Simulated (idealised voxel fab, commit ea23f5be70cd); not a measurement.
process module | voxel transistor to metal
cross-section cut | 170 nm wide | cells 5 nm
A cross-section is a grid of square cells, given in bands from the top down. A band is one or more rows of cells.
Each band's line starts with the height of the band's top and of its bottom, in nm. Then come its materials from left to right, each with its width in nm. One material with "throughout" fills the band from edge to edge. "air" is empty space.
Height 0 is the level under which the wafer as received is all one material. The lowest band goes on downwards, as in "0 down".
A width such as "30 to 40" changes by the same amount from each row of cells to the next, from the band's top row to its bottom row.
"no change" after a step means that no cell of the cross-section changed.
closed voids: empty space of 8 cells or more with no open way to the top, each as width x height at its distance from the left edge, in nm
after a step's settings: what the simulator itself notes on the step
overlay nm, on a step with a mask: how far to the right of its planned place the mask lay; to the left if negative
plan
1 op RECEIVE | material Si
2 op CONFORMAL_DEP | material SiO2 | thk nm 5
3 op CONFORMAL_DEP | material SiN | thk nm 15
4 op DIRECTIONAL_DEP | material aC | thk nm 10
5 op PATTERN | tone cover | mask id ACTIVE | material resist | width nm 95 | thk nm 25 | overlay nm 0
6 op DIRECTIONAL_ETCH | etch materials aC | depth nm 10
7 op STRIP | etch materials resist
8 op DIRECTIONAL_ETCH | etch materials SiN | depth nm 15
9 op DIRECTIONAL_ETCH | etch materials SiO2 | depth nm 5
10 op DIRECTIONAL_ETCH | etch materials Si | depth nm 35
11 op STRIP | etch materials aC
12 op OXIDIZE | depth nm 5
13 op FILL_DEP | material SiO2 | thk nm 10
14 op CMP | height nm 20
15 op SELECTIVE_ETCH | etch materials SiO2 | depth nm 10
16 op STRIP | etch materials SiN
17 op SELECTIVE_ETCH | etch materials SiO2 | depth nm 5
18 op OXIDIZE | depth nm 5
19 op DIRECTIONAL_DEP | material polySi | thk nm 20
20 op DIRECTIONAL_DEP | material SiCN | thk nm 15
21 op MASKED_ETCH | tone cover | mask id GATE | width nm 15 | etch materials SiCN | depth nm 25 | overlay nm 0
22 op MASKED_ETCH | tone cover | mask id GATE | width nm 15 | etch materials polySi | depth nm 30 | overlay nm 0
23 op CONFORMAL_DEP | material SiN | thk nm 10
24 op DIRECTIONAL_ETCH | etch materials SiN | depth nm 10
25 op DIRECTIONAL_ETCH | etch materials SiO2 | depth nm 5
26 op DIRECTIONAL_ETCH | etch materials Si | depth nm 5
27 op EPI | material SiGe | thk nm 10
28 op FILL_DEP | material SiO2 | thk nm 10
29 op CMP | height nm 35
30 op DIRECTIONAL_DEP | material SiO2 | thk nm 15
31 op DIRECTIONAL_DEP | material aC | thk nm 15
32 op PATTERN | tone open | mask id CONTACT | material resist | width nm 15 | pitch nm 70 | thk nm 30 | overlay nm -15
33 op DIRECTIONAL_ETCH | etch materials aC | depth nm 15
34 op STRIP | etch materials resist
35 op DIRECTIONAL_ETCH | etch materials SiO2 | depth nm 50
36 op STRIP | etch materials aC
37 op CONFORMAL_DEP | material TiN | thk nm 5
38 op FILL_DEP | material Ru | thk nm 10
39 op CMP | height nm 50
40 op DIRECTIONAL_DEP | material TiN | thk nm 5
41 op DIRECTIONAL_DEP | material W | thk nm 25
42 op PATTERN | tone cover | mask id METAL_1 | material resist | width nm 15 | pitch nm 70 | thk nm 20 | overlay nm 0
43 op DIRECTIONAL_ETCH | etch materials W | depth nm 25
44 op DIRECTIONAL_ETCH | etch materials TiN | depth nm 5
45 op STRIP | etch materials resist
46 op FILL_DEP | material lowk | thk nm 10
47 op CMP | height nm 80
48 op CONFORMAL_DEP | material SiCN | thk nm 5
varied across the wafers: overlay nm of step 32. The plan shows the first wafer's value. All wafers start alike
first wafer as received, after step 1
  0 down: Si throughout
  closed voids: none
first wafer at the end, after step 48
  85 to 80: SiCN throughout
  80 to 55: lowk 40 | W 15 | lowk 55 | W 15 | lowk 45
  55 to 50: lowk 40 | TiN 15 | lowk 55 | TiN 15 | lowk 45
  50 to 40: SiO2 25 | TiN 5 | Ru 5 | TiN 5 | SiO2 55 | TiN 5 | Ru 5 | TiN 5 | SiO2 60
  40 to 35: SiO2 25 | TiN 5 | Ru 5 | TiN 5 | SiO2 55 | TiN 15 | SiO2 60
  35 to 20: SiO2 25 | TiN 5 | Ru 5 | TiN 5 | SiO2 25 | SiN 10 | SiCN 15 | SiN 10 | TiN 10 | SiO2 60
  20 to 10: SiO2 25 | TiN 5 | Ru 5 | TiN 5 | SiO2 25 | SiN 10 | polySi 15 | SiN 10 | TiN 10 | SiO2 60
  10 to 5: SiO2 25 | TiN 15 | SiO2 25 | SiN 10 | polySi 15 | SiN 10 | TiN 10 | SiO2 60
  5 to 0: SiO2 25 | TiN 5 | SiN 10 | SiO2 15 | SiGe 10 | SiN 10 | polySi 15 | SiN 10 | SiGe 10 | SiO2 15 | SiN 10 | SiO2 35
  0 to -5: SiO2 40 | SiGe 25 | SiO2 35 | SiGe 25 | SiO2 45
  -5 to -10: SiO2 40 | SiGe 25 | Si 35 | SiGe 25 | SiO2 45
  -10 to -40: SiO2 40 | Si 85 | SiO2 45
  -40 down: Si throughout
  closed voids: none
last wafer at the end
  85 to 80: SiCN throughout
  80 to 55: lowk 40 | W 15 | lowk 55 | W 15 | lowk 45
  55 to 50: lowk 40 | TiN 15 | lowk 55 | TiN 15 | lowk 45
  50 to 40: SiO2 55 | TiN 5 | Ru 5 | TiN 5 | SiO2 55 | TiN 5 | Ru 5 | TiN 5 | SiO2 30
  40 to 35: SiO2 55 | TiN 15 | SiO2 55 | TiN 5 | Ru 5 | TiN 5 | SiO2 30
  35 to 20: SiO2 55 | TiN 10 | SiN 10 | SiCN 15 | SiN 10 | SiO2 25 | TiN 5 | Ru 5 | TiN 5 | SiO2 30
  20 to 10: SiO2 55 | TiN 10 | SiN 10 | polySi 15 | SiN 10 | SiO2 25 | TiN 5 | Ru 5 | TiN 5 | SiO2 30
  10 to 5: SiO2 55 | TiN 10 | SiN 10 | polySi 15 | SiN 10 | SiO2 25 | TiN 15 | SiO2 30
  5 to 0: SiO2 30 | SiN 10 | SiO2 15 | SiGe 10 | SiN 10 | polySi 15 | SiN 10 | SiGe 10 | SiO2 15 | SiN 10 | TiN 5 | SiO2 30
  0 to -5: SiO2 40 | SiGe 25 | SiO2 35 | SiGe 25 | SiO2 45
  -5 to -10: SiO2 40 | SiGe 25 | Si 35 | SiGe 25 | SiO2 45
  -10 to -40: SiO2 40 | Si 85 | SiO2 45
  -40 down: Si throughout
  closed voids: none
each wafer at the end: cells of each material gained (+) or lost (-) since it was received, then its closed voids
overlay nm -15 | +10 Ru | -163 Si | +43 SiCN | +24 SiGe | +32 SiN | +377 SiO2 | +45 TiN | +30 W | +168 lowk | +12 polySi | closed voids: none
overlay nm -10 | +16 Ru | -163 Si | +43 SiCN | +24 SiGe | +32 SiN | +370 SiO2 | +46 TiN | +30 W | +168 lowk | +12 polySi | closed voids: none
overlay nm -5 | +16 Ru | -163 Si | +43 SiCN | +24 SiGe | +32 SiN | +368 SiO2 | +48 TiN | +30 W | +168 lowk | +12 polySi | closed voids: none
overlay nm 0 | +18 Ru | -163 Si | +43 SiCN | +24 SiGe | +32 SiN | +366 SiO2 | +48 TiN | +30 W | +168 lowk | +12 polySi | closed voids: none
overlay nm 5 | +16 Ru | -163 Si | +43 SiCN | +24 SiGe | +32 SiN | +368 SiO2 | +48 TiN | +30 W | +168 lowk | +12 polySi | closed voids: none
overlay nm 10 | +16 Ru | -163 Si | +43 SiCN | +24 SiGe | +32 SiN | +370 SiO2 | +46 TiN | +30 W | +168 lowk | +12 polySi | closed voids: none
overlay nm 15 | +10 Ru | -163 Si | +43 SiCN | +24 SiGe | +32 SiN | +377 SiO2 | +45 TiN | +30 W | +168 lowk | +12 polySi | closed voids: none
